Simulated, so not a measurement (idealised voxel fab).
process module | voxel double patterning
cross-section cut | 230 nm wide | cells 5 nm
A cross-section is a grid of square cells, given in bands from the top down. A band is one or more rows of cells.
Each band's line starts with the height of the band's top and of its bottom, in nm. Then come its materials from left to right, each with its width in nm. One material with "throughout" fills the band from edge to edge. "air" is empty space.
Height 0 is the level under which the wafer as received is all one material. The lowest band goes on downwards, as in "0 down".
A width such as "30 to 40" changes by the same amount from each row of cells to the next, from the band's top row to its bottom row.
"no change" after a step means that no cell of the cross-section changed.
closed voids: empty space of 8 cells or more with no open way to the top, each as width x height at its distance from the left edge, in nm
after a step's settings: what the simulator itself notes on the step
overlay nm, on a step with a mask: how far to the right of its planned place the mask lay; to the left if negative
plan
1 op RECEIVE | material Si
2 op CONFORMAL_DEP | material SiN | thk nm 5
3 op DIRECTIONAL_DEP | material SiO2 | thk nm 15
4 op DIRECTIONAL_DEP | material SiCN | thk nm 10
5 op PATTERN | tone open | mask id FIRST | material resist | width nm 15 | pitch nm 50 | thk nm 15 | overlay nm 0
6 op DIRECTIONAL_ETCH | etch materials SiCN | depth nm 10
7 op STRIP | etch materials resist
8 op PATTERN | tone open | mask id SECOND | material resist | width nm 15 | pitch nm 50 | thk nm 20 | overlay nm 0
9 op DIRECTIONAL_ETCH | etch materials SiCN | depth nm 10
10 op STRIP | etch materials resist
11 op DIRECTIONAL_ETCH | etch materials SiO2 | depth nm 15
12 op STRIP | etch materials SiCN
first wafer, as planned
as received, after step 1
  0 down: Si throughout
  closed voids: none
after step 2
  5 to 0: SiN throughout
  below 0: unchanged
after step 3
  20 to 5: SiO2 throughout
  below 5: unchanged
after step 4
  30 to 20: SiCN throughout
  below 20: unchanged
after step 5
  45 to 30: resist 55 | air 15 | resist 35 | air 15 | resist 35 | air 15 | resist 60
  below 30: unchanged
after step 6
  45 to 30: resist 55 | air 15 | resist 35 | air 15 | resist 35 | air 15 | resist 60
  30 to 20: SiCN 55 | air 15 | SiCN 35 | air 15 | SiCN 35 | air 15 | SiCN 60
  below 20: unchanged
after step 7
  30 to 20: SiCN 55 | air 15 | SiCN 35 | air 15 | SiCN 35 | air 15 | SiCN 60
  below 20: unchanged
after step 8
  50 to 30: resist 80 | air 15 | resist 35 | air 15 | resist 85
  30 to 20: SiCN 55 | resist 15 | SiCN 35 | resist 15 | SiCN 35 | resist 15 | SiCN 60
  below 20: unchanged
after step 9
  50 to 30: resist 80 | air 15 | resist 35 | air 15 | resist 85
  30 to 20: SiCN 55 | resist 15 | SiCN 10 | air 15 | SiCN 10 | resist 15 | SiCN 10 | air 15 | SiCN 10 | resist 15 | SiCN 60
  below 20: unchanged
after step 10
  30 to 20: SiCN 55 | air 15 | SiCN 10 | air 15 | SiCN 10 | air 15 | SiCN 10 | air 15 | SiCN 10 | air 15 | SiCN 60
  below 20: unchanged
after step 11
  30 to 20: SiCN 55 | air 15 | SiCN 10 | air 15 | SiCN 10 | air 15 | SiCN 10 | air 15 | SiCN 10 | air 15 | SiCN 60
  20 to 5: SiO2 55 | air 15 | SiO2 10 | air 15 | SiO2 10 | air 15 | SiO2 10 | air 15 | SiO2 10 | air 15 | SiO2 60
  below 5: unchanged
after step 12
  20 to 5: SiO2 55 | air 15 | SiO2 10 | air 15 | SiO2 10 | air 15 | SiO2 10 | air 15 | SiO2 10 | air 15 | SiO2 60
  below 5: unchanged
second wafer: like start, like plan, one mistake. Through step 7 it matches the first wafer
when step 8 should have ended
  50 to 30: air 80 | resist 15 | air 35 | resist 15 | air 85
  below 30: unchanged
when step 9 should have ended
  50 to 30: air 80 | resist 15 | air 35 | resist 15 | air 85
  30 to 20: air 80 | SiCN 15 | air 35 | SiCN 15 | air 85
  below 20: unchanged
when step 10 should have ended
  30 to 20: air 80 | SiCN 15 | air 35 | SiCN 15 | air 85
  below 20: unchanged
when step 11 should have ended
  30 to 20: air 80 | SiCN 15 | air 35 | SiCN 15 | air 85
  20 to 5: air 80 | SiO2 15 | air 35 | SiO2 15 | air 85
  below 5: unchanged
when step 12 should have ended
  20 to 5: air 80 | SiO2 15 | air 35 | SiO2 15 | air 85
  below 5: unchanged
what went wrong: step 8 ran as: op PATTERN | tone cover | mask id SECOND | material resist | width nm 15 | pitch nm 50 | thk nm 20 | overlay nm 0
at the end the second wafer has, in cells: 75 fewer of SiO2
